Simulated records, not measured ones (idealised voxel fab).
process module | voxel capacitor over wiring
cross-section cut | 170 nm wide | cells 5 nm
A cross-section is a grid of square cells, given in bands from the top down. A band is one or more rows of cells.
Each band's line starts with the height of the band's top and of its bottom, in nm. Then come its materials from left to right, each with its width in nm. One material with "throughout" fills the band from edge to edge. "air" is empty space.
Height 0 is the level under which the wafer as received is all one material. The lowest band goes on downwards, as in "0 down".
A width such as "30 to 40" changes by the same amount from each row of cells to the next, from the band's top row to its bottom row.
"no change" after a step means that no cell of the cross-section changed.
closed voids: empty space of 8 cells or more with no open way to the top, each as width x height at its distance from the left edge, in nm
after a step's settings: what the simulator itself notes on the step
overlay nm, on a step with a mask: how far to the right of its planned place the mask lay; to the left if negative
plan
1 op RECEIVE | material Si
2 op CONFORMAL_DEP | material SiO2 | thk nm 15
3 op CONFORMAL_DEP | material SiN | thk nm 5
4 op DIRECTIONAL_DEP | material SiO2 | thk nm 25
5 op DIRECTIONAL_DEP | material aC | thk nm 15
6 op PATTERN | tone open | mask id METAL_1 | material resist | width nm 30 | pitch nm 90 | thk nm 30 | overlay nm 0
7 op DIRECTIONAL_ETCH | etch materials aC | depth nm 15
8 op STRIP | etch materials resist
9 op DIRECTIONAL_ETCH | etch materials SiO2 | depth nm 25
10 op DIRECTIONAL_ETCH | etch materials SiN | depth nm 5
11 op STRIP | etch materials aC
12 op CONFORMAL_DEP | material TiN | thk nm 5
13 op FILL_DEP | material Cu | thk nm 10
14 op CMP | height nm 45
15 op CONFORMAL_DEP | material SiCN | thk nm 5
16 op DIRECTIONAL_DEP | material SiO2 | thk nm 15
17 op PATTERN | tone open | mask id PLUG_1 | material resist | width nm 15 | thk nm 20 | overlay nm 0
18 op DIRECTIONAL_ETCH | etch materials SiO2 | depth nm 15
19 op DIRECTIONAL_ETCH | etch materials SiCN | depth nm 5
20 op STRIP | etch materials resist
21 op CONFORMAL_DEP | material TiN | thk nm 5
22 op FILL_DEP | material W | thk nm 5
23 op CMP | height nm 65
24 op DIRECTIONAL_DEP | material TiN | thk nm 5
25 op DIRECTIONAL_DEP | material SiN | thk nm 5
26 op DIRECTIONAL_DEP | material TiN | thk nm 5
27 op MASKED_ETCH | tone cover | mask id UPPER_PLATE | width nm 65 | etch materials TiN | depth nm 5 | overlay nm 0
28 op MASKED_ETCH | tone cover | mask id UPPER_PLATE | width nm 65 | etch materials SiN | depth nm 5 | overlay nm 0
29 op DIRECTIONAL_DEP | material aC | thk nm 15
30 op PATTERN | tone cover | mask id LOWER_PLATE | material resist | width nm 75 | thk nm 35 | overlay nm 0
31 op DIRECTIONAL_ETCH | etch materials aC | depth nm 15
32 op STRIP | etch materials resist
33 op DIRECTIONAL_ETCH | etch materials TiN | depth nm 5
34 op STRIP | etch materials aC
35 op FILL_DEP | material SiO2 | thk nm 15
36 op CMP | height nm 90
37 op MASKED_ETCH | tone open | mask id PLUG_2 | width nm 15 | etch materials SiO2 | depth nm 10 | overlay nm 0
38 op CONFORMAL_DEP | material TiN | thk nm 5
39 op FILL_DEP | material Cu | thk nm 5
40 op CMP | height nm 90
41 op CONFORMAL_DEP | material SiCN | thk nm 5
as received, after step 1
  0 down: Si throughout
  closed voids: none
a wafer at the end: this start, this plan, one mistake
  95 to 90: SiCN throughout
  90 to 85: SiO2 50 | TiN 5 | Cu 5 | TiN 5 | SiO2 105
  85 to 75: SiO2 50 to 40 | TiN 15 to 65 | SiO2 105 to 65
  75 to 70: SiO2 40 | SiN 65 | SiO2 65
  70 to 65: SiO2 35 | TiN 80 | SiO2 55
  65 to 50: SiO2 40 | TiN 5 | W 5 | TiN 5 | SiO2 115
  50 to 45: SiCN 40 | TiN 15 | SiCN 115
  45 to 20: SiO2 25 | TiN 5 | Cu 20 | TiN 5 | SiO2 60 | TiN 5 | Cu 20 | TiN 5 | SiO2 25
  20 to 15: SiN 25 | TiN 30 | SiN 60 | TiN 30 | SiN 25
  15 to 0: SiO2 throughout
  0 down: Si throughout
  closed voids: none
what went wrong: step 30 ran as: op PATTERN | tone cover | mask id LOWER_PLATE | material resist | width nm 80 | thk nm 35 | overlay nm 0
